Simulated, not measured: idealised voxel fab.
Module name: voxel self aligned vias (process module)
Section shown: cut. Width: 220 nm. Cell size: 5 nm, square.
Think of the cross-section as a grid of square cells. We describe it in bands, top to bottom, and each band covers one or more rows of those cells.
Band: top and bottom heights (nm) first, top before bottom; then materials from left to right, widths in nm. "full width" marks a sole material filling the band edge to edge. "air" denotes empty space.
Counting heights begins at 0, where everything beneath is, in the wafer as received, one material. The lowest band has no bottom; it goes on downwards, as "top 0, no bottom" shows.
The expression "30->40" gives the width at the extremes of the band, the first number at its top row of cells and the second at its bottom row, with the width changing by equal amounts from each row to the next in between.
Take "no modifications" at face value: in the step it is given for, the cross-section changed in none of its cells.
Entry "Unvented internal voids". Content: empty spaces with no open connection to the top, size 8 cells or greater. Each: width x height at distance. Distance: from left edge. Unit: nm.
On each step's line, the part that comes after the settings is the simulator's own comment on the step.
A step's line can hold "overlay nm"; with a mask on that step, the setting says how far right of the planned place the mask lay, while a negative setting says it lay to the left.

-- Process steps foreseen in the plan
| 1 | RECEIVE | material Si |
| 2 | CONFORMAL_DEP | material SiO2 | thk nm 10 |
| 3 | CONFORMAL_DEP | material SiCN | thk nm 5 |
| 4 | DIRECTIONAL_DEP | material SiO2 | thk nm 20 |
| 5 | MASKED_ETCH | tone open | mask id LINES | width nm 20 | pitch nm 60 | etch materials SiO2 | depth nm 20 | overlay nm 0 |
| 6 | CONFORMAL_DEP | material TiN | thk nm 5 |
| 7 | FILL_DEP | material W | thk nm 5 |
| 8 | CMP | height nm 35 |
| 9 | SELECTIVE_ETCH | etch materials W Ru TiN | depth nm 10 |
| 10 | FILL_DEP | material SiN | thk nm 5 |
| 11 | CMP | height nm 35 |
| 12 | DIRECTIONAL_DEP | material SiO2 | thk nm 15 |
| 13 | DIRECTIONAL_DEP | material aC | thk nm 15 |
| 14 | PATTERN | tone open | mask id VIAS | material resist | width nm 40 | pitch nm 120 | thk nm 30 | overlay nm 0 |
| 15 | DIRECTIONAL_ETCH | etch materials aC | depth nm 15 |
| 16 | STRIP | etch materials resist |
| 17 | DIRECTIONAL_ETCH | etch materials SiO2 | depth nm 15 |
| 18 | DIRECTIONAL_ETCH | etch materials SiN | depth nm 10 |
| 19 | STRIP | etch materials aC |
| 20 | CONFORMAL_DEP | material TiN | thk nm 5 |
| 21 | FILL_DEP | material W | thk nm 5 |
| 22 | CMP | height nm 50 |
| 23 | CONFORMAL_DEP | material SiCN | thk nm 5 |

-- Delivered wafer in cross-section: state after step 1
- top 0, no bottom | Si full width
- Unvented internal voids: none

-- As-planned run: cross-section of the first of two wafers at end of module
- top 55, bottom 50 | SiCN full width
- top 50, bottom 40 | 30 of SiO2, 5 of TiN, 30 of W, 5 of TiN, 80 of SiO2, 5 of TiN, 30 of W, 5 of TiN, 30 of SiO2
- top 40, bottom 35 | 30 of SiO2, 15 of TiN, 10 of W, 15 of TiN, 80 of SiO2, 15 of TiN, 10 of W, 15 of TiN, 30 of SiO2
- top 35, bottom 30 | 40 of SiO2, 5 of TiN, 10 of W, 5 of TiN, 40 of SiO2, 20 of SiN, 40 of SiO2, 5 of TiN, 10 of W, 5 of TiN, 40 of SiO2
- top 30, bottom 25 | 40 of SiO2, 20 of TiN, 40 of SiO2, 20 of SiN, 40 of SiO2, 20 of TiN, 40 of SiO2
- top 25, bottom 20 | 40 of SiO2, 5 of TiN, 10 of W, 5 of TiN, 40 of SiO2, 5 of TiN, 10 of W, 5 of TiN, 40 of SiO2, 5 of TiN, 10 of W, 5 of TiN, 40 of SiO2
- top 20, bottom 15 | 40 of SiO2, 20 of TiN, 40 of SiO2, 20 of TiN, 40 of SiO2, 20 of TiN, 40 of SiO2
- top 15, bottom 10 | SiCN full width
- top 10, bottom 0 | SiO2 full width
- top 0, no bottom | Si full width
- Unvented internal voids: none

-- Cross-section of the latter of the two wafers at module completion. It had an identical start and an identical plan to the former; in running it, one mistake was made
- top 55, bottom 50 | SiCN full width
- top 50, bottom 40 | 30 of SiO2, 5 of TiN, 30 of W, 5 of TiN, 80 of SiO2, 5 of TiN, 30 of W, 5 of TiN, 30 of SiO2
- top 40, bottom 35 | 30 of SiO2, 40 of TiN, 80 of SiO2, 40 of TiN, 30 of SiO2
- top 35, bottom 25 | 30 of SiN, 10 of TiN, 20 of SiO2, 10 of TiN, 30 of SiN, 20 of SiO2, 30 of SiN, 10 of TiN, 20 of SiO2, 10 of TiN, 30 of SiN
- top 25, bottom 20 | 35 of W, 5 of TiN, 20 of SiO2, 5 of TiN, 30 of W, 5 of TiN, 20 of SiO2, 5 of TiN, 30 of W, 5 of TiN, 20 of SiO2, 5 of TiN, 35 of W
- top 20, bottom 15 | 40 of TiN, 20 of SiO2, 40 of TiN, 20 of SiO2, 40 of TiN, 20 of SiO2, 40 of TiN
- top 15, bottom 10 | SiCN full width
- top 10, bottom 0 | SiO2 full width
- top 0, no bottom | Si full width
- Unvented internal voids: none
Heads up, the wafer didn't run the way we planned it: planned and actual differ for step 5; actual: MASKED_ETCH | tone cover | mask id LINES | width nm 20 | pitch nm 60 | etch materials SiO2 | depth nm 20 | overlay nm 0
Final cells, second wafer relative to first, materials higher or lower: +40 SiN; -80 SiO2; +28 TiN; +12 W
